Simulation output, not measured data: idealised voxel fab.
process module | voxel self aligned contacts
cross-section cut | 225 nm wide | cells 5 nm
A cross-section is a grid of square cells, given in bands from the top down. A band is one or more rows of cells.
Each band's line starts with the height of the band's top and of its bottom, in nm. Then come its materials from left to right, each with its width in nm. One material with "throughout" fills the band from edge to edge. "air" is empty space.
Height 0 is the level under which the wafer as received is all one material. The lowest band goes on downwards, as in "0 down".
A width such as "30 to 40" changes by the same amount from each row of cells to the next, from the band's top row to its bottom row.
"no change" after a step means that no cell of the cross-section changed.
closed voids: empty space of 8 cells or more with no open way to the top, each as width x height at its distance from the left edge, in nm
after a step's settings: what the simulator itself notes on the step
overlay nm, on a step with a mask: how far to the right of its planned place the mask lay; to the left if negative
plan
1 op RECEIVE | material Si
2 op OXIDIZE | depth nm 5
3 op DIRECTIONAL_DEP | material polySi | thk nm 30
4 op DIRECTIONAL_DEP | material SiN | thk nm 25
5 op MASKED_ETCH | tone cover | mask id GATE | width nm 30 | pitch nm 75 | etch materials SiN | depth nm 25 | overlay nm 0
6 op MASKED_ETCH | tone cover | mask id GATE | width nm 30 | pitch nm 75 | etch materials polySi | depth nm 30 | overlay nm 0
7 op CONFORMAL_DEP | material SiN | thk nm 10
8 op DIRECTIONAL_ETCH | etch materials SiN | depth nm 10
9 op FILL_DEP | material SiO2 | thk nm 10
10 op CMP | height nm 60
11 op PATTERN | tone open | mask id CONTACT | material resist | width nm 55 | pitch nm 75 | thk nm 15 | overlay nm 0
12 op DIRECTIONAL_ETCH | etch materials SiO2 | depth nm 65
13 op STRIP | etch materials resist
14 op CONFORMAL_DEP | material TiN | thk nm 5
15 op FILL_DEP | material Ru | thk nm 5
16 op CMP | height nm 60
17 op CONFORMAL_DEP | material SiCN | thk nm 5
as received, after step 1
  0 down: Si throughout
  closed voids: none
a wafer at the end: this start, this plan, one mistake
  65 to 60: SiCN throughout
  60 to 55: SiO2 50 | TiN 15 | Ru 15 | TiN 20 | SiO2 25 | TiN 15 | Ru 15 | TiN 20 | SiO2 50
  55 to 30: SiO2 10 | SiN 50 | TiN 5 | Ru 15 | TiN 5 | SiN 50 | TiN 5 | Ru 15 | TiN 5 | SiN 50 | SiO2 15
  30 to 0: SiO2 10 | SiN 10 | polySi 30 | SiN 10 | TiN 5 | Ru 15 | TiN 5 | SiN 10 | polySi 30 | SiN 10 | TiN 5 | Ru 15 | TiN 5 | SiN 10 | polySi 30 | SiN 10 | SiO2 15
  0 to -5: SiO2 60 | TiN 25 | SiO2 50 | TiN 25 | SiO2 65
  -5 down: Si throughout
  closed voids: none
what went wrong: step 11 ran as: op PATTERN | tone open | mask id CONTACT | material resist | width nm 50 | pitch nm 75 | thk nm 15 | overlay nm 0
